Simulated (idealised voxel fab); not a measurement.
This is a process module. Its name is voxel self aligned contacts.
FYI the section here is cut, 195 nm wide, cells are 5 nm squares.
Cross-section = grid of square cells, listed top down in bands; band = one or more rows.
Read a band's entry like this: the first values are the height of its top and the height of its bottom in nm, and what follows is the sequence of materials from left to right, each with its width in nm. Note that "blank" is empty space, and that a single material marked "full width" reaches across the band from edge to edge.
For the purposes of this specification, 0 denotes the height below which the wafer in its as-received condition is composed wholly of one material, and the lowermost band, lacking a lower limit, extends downward without end, as expressed in "0 -> down".
A width such as "30..40" changes by the same amount from each row of cells to the next, from the band's top row to its bottom row.
No cell of the cross-section changed in a step that is given as "left unchanged".
The list in "Non-vented voids" covers empty spaces of 8 cells or more that cannot reach the top through any open way, and it gives each as width x height at distance; the distance is from the left edge, and width, height and distance are in nm.
after a step's settings: what the simulator itself notes on the step
overlay nm, on a step with a mask: how far to the right of its planned place the mask lay; to the left if negative

STEPS PLANNED FOR THE PROCESS
1: RECEIVE (material Si)
2: CONFORMAL_DEP (material SiO2; thk nm 5)
3: DIRECTIONAL_DEP (material polySi; thk nm 25)
4: DIRECTIONAL_DEP (material SiN; thk nm 25)
5: DIRECTIONAL_DEP (material aC; thk nm 15)
6: PATTERN (tone cover; mask id GATE; material resist; width nm 25; pitch nm 65; thk nm 35; overlay nm 0)
7: DIRECTIONAL_ETCH (etch materials aC; depth nm 15)
8: STRIP (etch materials resist)
9: DIRECTIONAL_ETCH (etch materials SiN; depth nm 25)
10: DIRECTIONAL_ETCH (etch materials polySi; depth nm 25)
11: STRIP (etch materials aC)
12: CONFORMAL_DEP (material SiN; thk nm 10)
13: DIRECTIONAL_ETCH (etch materials SiN; depth nm 10)
14: FILL_DEP (material SiO2; thk nm 15)
15: CMP (height nm 60)
16: MASKED_ETCH (tone open; mask id CONTACT; width nm 50; etch materials SiO2; depth nm 60; overlay nm 0)
17: CONFORMAL_DEP (material TiN; thk nm 5)
18: FILL_DEP (material Ru; thk nm 5)
19: CMP (height nm 60)
20: CONFORMAL_DEP (material SiN; thk nm 5)

ACCOUNT OF THE FIRST OF TWO WAFERS, WHICH WAS PROCESSED AS INTENDED

HERE'S WHAT THE WAFER LOOKED LIKE IN CROSS-SECTION WHEN IT ARRIVED - THAT'S AFTER STEP 1
  0 -> down  Si full width
  Non-vented voids: none

YOU'RE LOOKING AT A CROSS-SECTION OF THE WAFER AFTER STEP 2
  5 -> 0  SiO2 full width
  Rest of section, below 0: as before.

YOU'RE LOOKING AT A CROSS-SECTION OF THE WAFER AFTER STEP 3
  30 -> 5  polySi full width
  Rest of section, below 5: as before.

YOU'RE LOOKING AT A CROSS-SECTION OF THE WAFER AFTER STEP 4
  55 -> 30  SiN full width
  Rest of section, below 30: as before.

YOU'RE LOOKING AT A CROSS-SECTION OF THE WAFER AFTER STEP 5
  70 -> 55  aC full width
  Rest of section, below 55: as before.

YOU'RE LOOKING AT A CROSS-SECTION OF THE WAFER AFTER STEP 6
  105 -> 70  blank 50  resist 25  blank 40  resist 25  blank 55
  Rest of section, below 70: as before.

YOU'RE LOOKING AT A CROSS-SECTION OF THE WAFER AFTER STEP 7
  90 -> 70  blank 50  resist 25  blank 40  resist 25  blank 55
  70 -> 55  blank 50  aC 25  blank 40  aC 25  blank 55
  Rest of section, below 55: as before.

YOU'RE LOOKING AT A CROSS-SECTION OF THE WAFER AFTER STEP 8
  70 -> 55  blank 50  aC 25  blank 40  aC 25  blank 55
  Rest of section, below 55: as before.

YOU'RE LOOKING AT A CROSS-SECTION OF THE WAFER AFTER STEP 9
  70 -> 55  blank 50  aC 25  blank 40  aC 25  blank 55
  55 -> 30  blank 50  SiN 25  blank 40  SiN 25  blank 55
  Rest of section, below 30: as before.

YOU'RE LOOKING AT A CROSS-SECTION OF THE WAFER AFTER STEP 10
  70 -> 55  blank 50  aC 25  blank 40  aC 25  blank 55
  55 -> 30  blank 50  SiN 25  blank 40  SiN 25  blank 55
  30 -> 5  blank 50  polySi 25  blank 40  polySi 25  blank 55
  Rest of section, below 5: as before.

YOU'RE LOOKING AT A CROSS-SECTION OF THE WAFER AFTER STEP 11
  55 -> 30  blank 50  SiN 25  blank 40  SiN 25  blank 55
  Rest of section, below 30: as before.

YOU'RE LOOKING AT A CROSS-SECTION OF THE WAFER AFTER STEP 12
  65 -> 30  blank 40  SiN 45  blank 20  SiN 45  blank 45
  30 -> 15  blank 40  SiN 10  polySi 25  SiN 10  blank 20  SiN 10  polySi 25  SiN 10  blank 45
  15 -> 5  SiN 50  polySi 25  SiN 40  polySi 25  SiN 55
  Rest of section, below 5: as before.

YOU'RE LOOKING AT A CROSS-SECTION OF THE WAFER AFTER STEP 13
  55 -> 30  blank 40  SiN 45  blank 20  SiN 45  blank 45
  30 -> 5  blank 40  SiN 10  polySi 25  SiN 10  blank 20  SiN 10  polySi 25  SiN 10  blank 45
  Rest of section, below 5: as before.

YOU'RE LOOKING AT A CROSS-SECTION OF THE WAFER AFTER STEP 14
  70 -> 55  SiO2 full width
  55 -> 30  SiO2 40  SiN 45  SiO2 20  SiN 45  SiO2 45
  30 -> 5  SiO2 40  SiN 10  polySi 25  SiN 10  SiO2 20  SiN 10  polySi 25  SiN 10  SiO2 45
  Rest of section, below 5: as before.

YOU'RE LOOKING AT A CROSS-SECTION OF THE WAFER AFTER STEP 15
  60 -> 55  SiO2 full width
  Rest of section, below 55: as before.

YOU'RE LOOKING AT A CROSS-SECTION OF THE WAFER AFTER STEP 16
  60 -> 55  SiO2 70  blank 50  SiO2 75
  55 -> 30  SiO2 40  SiN 45  blank 20  SiN 45  SiO2 45
  30 -> 5  SiO2 40  SiN 10  polySi 25  SiN 10  blank 20  SiN 10  polySi 25  SiN 10  SiO2 45
  5 -> 0  SiO2 85  blank 20  SiO2 90
  Rest of section, below 0: as before.

YOU'RE LOOKING AT A CROSS-SECTION OF THE WAFER AFTER STEP 17
  65 -> 60  TiN 75  blank 40  TiN 80
  60 -> 55  SiO2 70  TiN 20  blank 10  TiN 20  SiO2 75
  55 -> 30  SiO2 40  SiN 45  TiN 5  blank 10  TiN 5  SiN 45  SiO2 45
  30 -> 5  SiO2 40  SiN 10  polySi 25  SiN 10  TiN 5  blank 10  TiN 5  SiN 10  polySi 25  SiN 10  SiO2 45
  5 -> 0  SiO2 85  TiN 20  SiO2 90
  Rest of section, below 0: as before.

YOU'RE LOOKING AT A CROSS-SECTION OF THE WAFER AFTER STEP 18
  70 -> 65  Ru full width
  65 -> 60  TiN 75  Ru 40  TiN 80
  60 -> 55  SiO2 70  TiN 20  Ru 10  TiN 20  SiO2 75
  55 -> 30  SiO2 40  SiN 45  TiN 5  Ru 10  TiN 5  SiN 45  SiO2 45
  30 -> 5  SiO2 40  SiN 10  polySi 25  SiN 10  TiN 5  Ru 10  TiN 5  SiN 10  polySi 25  SiN 10  SiO2 45
  Rest of section, below 5: as before.

YOU'RE LOOKING AT A CROSS-SECTION OF THE WAFER AFTER STEP 19
  60 -> 55  SiO2 70  TiN 20  Ru 10  TiN 20  SiO2 75
  Rest of section, below 55: as before.

YOU'RE LOOKING AT A CROSS-SECTION OF THE WAFER AFTER STEP 20
  65 -> 60  SiN full width
  Rest of section, below 60: as before.

COMPANION WAFER, THE SECOND OF TWO: SAME BEGINNING, SAME INTENDED SEQUENCE, ONE MISTAKE IN CARRYING IT OUT; THROUGH STEP 13 INCLUSIVE IT TRACKS THE FIRST EXACTLY

CROSS-SECTIONAL REPRESENTATION OF THE SECOND WAFER AT THE TIME DESIGNATED IN THE PLAN FOR THE COMPLETION OF STEP 14
  70 -> 30  SiN full width
  30 -> 5  SiN 50  polySi 25  SiN 40  polySi 25  SiN 55
  Rest of section, below 5: as before.

CROSS-SECTIONAL REPRESENTATION OF THE SECOND WAFER AT THE TIME DESIGNATED IN THE PLAN FOR THE COMPLETION OF STEP 15
  60 -> 30  SiN full width
  Rest of section, below 30: as before.

Cross-sectional representation of the second wafer at the time designated in the plan for the completion of step 16: left unchanged

CROSS-SECTIONAL REPRESENTATION OF THE SECOND WAFER AT THE TIME DESIGNATED IN THE PLAN FOR THE COMPLETION OF STEP 17
  65 -> 60  TiN full width
  Rest of section, below 60: as before.

CROSS-SECTIONAL REPRESENTATION OF THE SECOND WAFER AT THE TIME DESIGNATED IN THE PLAN FOR THE COMPLETION OF STEP 18
  70 -> 65  Ru full width
  Rest of section, below 65: as before.

CROSS-SECTIONAL REPRESENTATION OF THE SECOND WAFER AT THE TIME DESIGNATED IN THE PLAN FOR THE COMPLETION OF STEP 19
  60 -> 30  SiN full width
  Rest of section, below 30: as before.

CROSS-SECTIONAL REPRESENTATION OF THE SECOND WAFER AT THE TIME DESIGNATED IN THE PLAN FOR THE COMPLETION OF STEP 20
  65 -> 30  SiN full width
  Rest of section, below 30: as before.
Deviation noted in wafer processing: step 14 was not run as planned; what actually ran was FILL_DEP (material SiN; thk nm 15)
Count the cells at the end and the second wafer has more or fewer of some materials than the first: Ru: 22 fewer | SiN: 249 more | SiO2: 195 fewer | TiN: 32 fewer
